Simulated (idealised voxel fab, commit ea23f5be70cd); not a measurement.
Herein follows the process module entitled voxel released beams.
Displayed cross-section: cut, width of 285 nm, square cells sized 5 nm.
In what follows, cross-sections appear as grids of square cells, described through bands that run from the top down, where every band is one or more rows of cells.
Quick guide to a band line: top height, bottom height (nm) up front; then every material left to right with its width in nm. Only one material and it's marked "edge to edge"? Then it fills the band edge to edge. And "empty" just means empty space.
Ref level 0: as-received wafer is one material below here. Bottom band extends down with no lower bound ("0 nm and below").
A width given as "30 to 40" starts at the first number in the band's top row and ends at the second number in its bottom row, shifting by an equal amount at every step from row to row.
What does "remains unaltered" mean for a step? It means no cell of the cross-section changed in that step.
Basically, "Fully sealed cavities" tells you about the enclosed voids: empty spaces with no open way to the top, 8 cells or bigger, each written width x height at distance, where distance is from the left edge, all in nm.
That trailing text on a step's line, after the settings, is the simulator's own remark on the step.
"overlay nm" denotes, for a step that has a mask, the displacement of the mask to the right of its planned place, with negative values corresponding to the left.

-- This section lists the process steps that were planned
1: RECEIVE with material Si
2: CONFORMAL_DEP with material SiN, thk nm 5
3: DIRECTIONAL_DEP with material SiO2, thk nm 20
4: PATTERN with tone open, mask id ANCHOR, material resist, width nm 30, thk nm 15, overlay nm 0
5: DIRECTIONAL_ETCH with etch materials SiO2, depth nm 20
6: STRIP with etch materials resist
7: CONFORMAL_DEP with material TiN, thk nm 10
8: DIRECTIONAL_DEP with material aC, thk nm 10
9: PATTERN with tone cover, mask id BEAM, material resist, width nm 110, thk nm 25, overlay nm 0
10: DIRECTIONAL_ETCH with etch materials aC, depth nm 10
11: STRIP with etch materials resist
12: DIRECTIONAL_ETCH with etch materials TiN, depth nm 10
13: STRIP with etch materials aC
14: STRIP with etch materials SiO2

-- Received-state cross-section, reflecting completion of step 1
* 0 nm and below = Si edge to edge
* Fully sealed cavities: none

-- The cross-section shown corresponds to the wafer at the conclusion of the module. The initial structure and the process plan are those presented above; however, one mistake occurred in executing the plan
* 35 nm to 25 nm = SiN: 100  empty: 10  SiN: 175
* 25 nm to 15 nm = SiO2: 90  SiN: 10  empty: 10  SiN: 10  SiO2: 165
* 15 nm to 5 nm = SiO2: 90  SiN: 30  SiO2: 165
* 5 nm to 0 nm = SiN edge to edge
* 0 nm and below = Si edge to edge
* Fully sealed cavities: none
It is concluded that the wafer was processed incorrectly with respect to the plan, in that step 7 ran as: CONFORMAL_DEP with material SiN, thk nm 10
